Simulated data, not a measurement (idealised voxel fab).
process module | voxel gate over fins
cross-section cut | 160 nm wide | cells 5 nm
A cross-section is a grid of square cells, given in bands from the top down. A band is one or more rows of cells.
Each band's line starts with the height of the band's top and of its bottom, in nm. Then come its materials from left to right, each with its width in nm. One material with "throughout" fills the band from edge to edge. "air" is empty space.
Height 0 is the level under which the wafer as received is all one material. The lowest band goes on downwards, as in "0 down".
A width such as "30 to 40" changes by the same amount from each row of cells to the next, from the band's top row to its bottom row.
"no change" after a step means that no cell of the cross-section changed.
closed voids: empty space of 8 cells or more with no open way to the top, each as width x height at its distance from the left edge, in nm
after a step's settings: what the simulator itself notes on the step
overlay nm, on a step with a mask: how far to the right of its planned place the mask lay; to the left if negative
plan
1 op RECEIVE | material Si
2 op CONFORMAL_DEP | material SiN | thk nm 5
3 op DIRECTIONAL_DEP | material aC | thk nm 15
4 op PATTERN | tone cover | mask id FINS | material resist | width nm 15 | pitch nm 60 | thk nm 30 | overlay nm 0
5 op DIRECTIONAL_ETCH | etch materials aC | depth nm 15
6 op STRIP | etch materials resist
7 op DIRECTIONAL_ETCH | etch materials SiN | depth nm 5
8 op DIRECTIONAL_ETCH | etch materials Si | depth nm 40
9 op STRIP | etch materials aC
10 op OXIDIZE | depth nm 5
11 op FILL_DEP | material SiO2 | thk nm 10
12 op CMP | height nm 5
13 op DIRECTIONAL_DEP | material aC | thk nm 15
14 op PATTERN | tone open | mask id RAIL | material resist | width nm 15 | thk nm 35 | overlay nm 0
15 op DIRECTIONAL_ETCH | etch materials aC | depth nm 15
16 op STRIP | etch materials resist
17 op DIRECTIONAL_ETCH | etch materials SiO2 | depth nm 40
18 op STRIP | etch materials aC
19 op CONFORMAL_DEP | material TiN | thk nm 5
20 op FILL_DEP | material W | thk nm 5
21 op CMP | height nm 5
22 op SELECTIVE_ETCH | etch materials W Ru TiN | depth nm 20
23 op FILL_DEP | material SiO2 | thk nm 5
24 op CMP | height nm 5
25 op SELECTIVE_ETCH | etch materials SiO2 | depth nm 15
26 op STRIP | etch materials SiN
27 op CONFORMAL_DEP | material HfO2 | thk nm 5
28 op CONFORMAL_DEP | material TiN | thk nm 5
29 op CONFORMAL_DEP | material TiAl | thk nm 5
30 op CONFORMAL_DEP | material TiN | thk nm 5
31 op FILL_DEP | material W | thk nm 15
32 op CMP | height nm 30
33 op CONFORMAL_DEP | material SiCN | thk nm 10
as received, after step 1
  0 down: Si throughout
  closed voids: none
first wafer at the end, as planned
  40 to 30: SiCN throughout
  30 to 20: W throughout
  20 to 15: W 25 | TiN 45 | W 15 | TiN 45 | W 30
  15 to 10: W 25 | TiN 5 | TiAl 35 | TiN 5 | W 15 | TiN 5 | TiAl 35 | TiN 5 | W 30
  10 to 5: TiN 30 | TiAl 5 | TiN 25 | TiAl 5 | TiN 25 | TiAl 5 | TiN 25 | TiAl 5 | TiN 35
  5 to 0: TiAl 35 | TiN 5 | HfO2 15 | TiN 5 | TiAl 35 | TiN 5 | HfO2 15 | TiN 5 | TiAl 40
  0 to -5: TiN 40 | HfO2 5 | Si 5 | HfO2 5 | TiN 45 | HfO2 5 | Si 5 | HfO2 5 | TiN 45
  -5 to -10: HfO2 45 | Si 5 | HfO2 55 | Si 5 | HfO2 50
  -10 to -15: SiO2 45 | Si 5 | SiO2 55 | Si 5 | SiO2 50
  -15 to -30: SiO2 45 | Si 5 | SiO2 20 | TiN 5 | W 5 | TiN 5 | SiO2 20 | Si 5 | SiO2 50
  -30 to -35: SiO2 45 | Si 5 | SiO2 20 | TiN 15 | SiO2 20 | Si 5 | SiO2 50
  -35 to -45: SiO2 45 | Si 5 | SiO2 55 | Si 5 | SiO2 50
  -45 down: Si throughout
  closed voids: none
second wafer at the end: like start, like plan, one mistake
  40 to 30: SiCN throughout
  30 to 25: W throughout
  25 to 20: W 55 | TiN 45 | W 60
  20 to 15: W 25 | TiN 35 | TiAl 35 | TiN 35 | W 30
  15 to 10: W 25 | TiN 5 | TiAl 35 | TiN 25 | TiAl 35 | TiN 5 | W 30
  10 to 5: TiN 30 | TiAl 5 | TiN 25 | TiAl 5 | TiN 5 | HfO2 15 | TiN 5 | TiAl 5 | TiN 25 | TiAl 5 | TiN 35
  5 to 0: TiAl 35 | TiN 5 | HfO2 15 | TiN 5 | TiAl 5 | TiN 5 | HfO2 5 | SiCN 5 | HfO2 5 | TiN 5 | TiAl 5 | TiN 5 | HfO2 15 | TiN 5 | TiAl 40
  0 to -5: TiN 40 | HfO2 5 | Si 5 | HfO2 5 | TiN 15 | HfO2 5 | SiCN 5 | HfO2 5 | TiN 15 | HfO2 5 | Si 5 | HfO2 5 | TiN 45
  -5 to -10: HfO2 45 | Si 5 | HfO2 25 | SiCN 5 | HfO2 25 | Si 5 | HfO2 50
  -10 to -15: SiO2 45 | Si 5 | SiO2 25 | SiCN 5 | SiO2 25 | Si 5 | SiO2 50
  -15 to -30: SiO2 45 | Si 5 | SiO2 20 | TiN 5 | SiCN 5 | TiN 5 | SiO2 20 | Si 5 | SiO2 50
  -30 to -35: SiO2 45 | Si 5 | SiO2 20 | TiN 15 | SiO2 20 | Si 5 | SiO2 50
  -35 to -45: SiO2 45 | Si 5 | SiO2 55 | Si 5 | SiO2 50
  -45 down: Si throughout
  closed voids: none
what went wrong: step 20 ran as: op FILL_DEP | material SiCN | thk nm 5
at the end the second wafer has, in cells: 6 more of HfO2 | 7 more of SiCN | 1 fewer of SiO2 | 2 more of TiAl | 4 more of TiN | 18 fewer of W
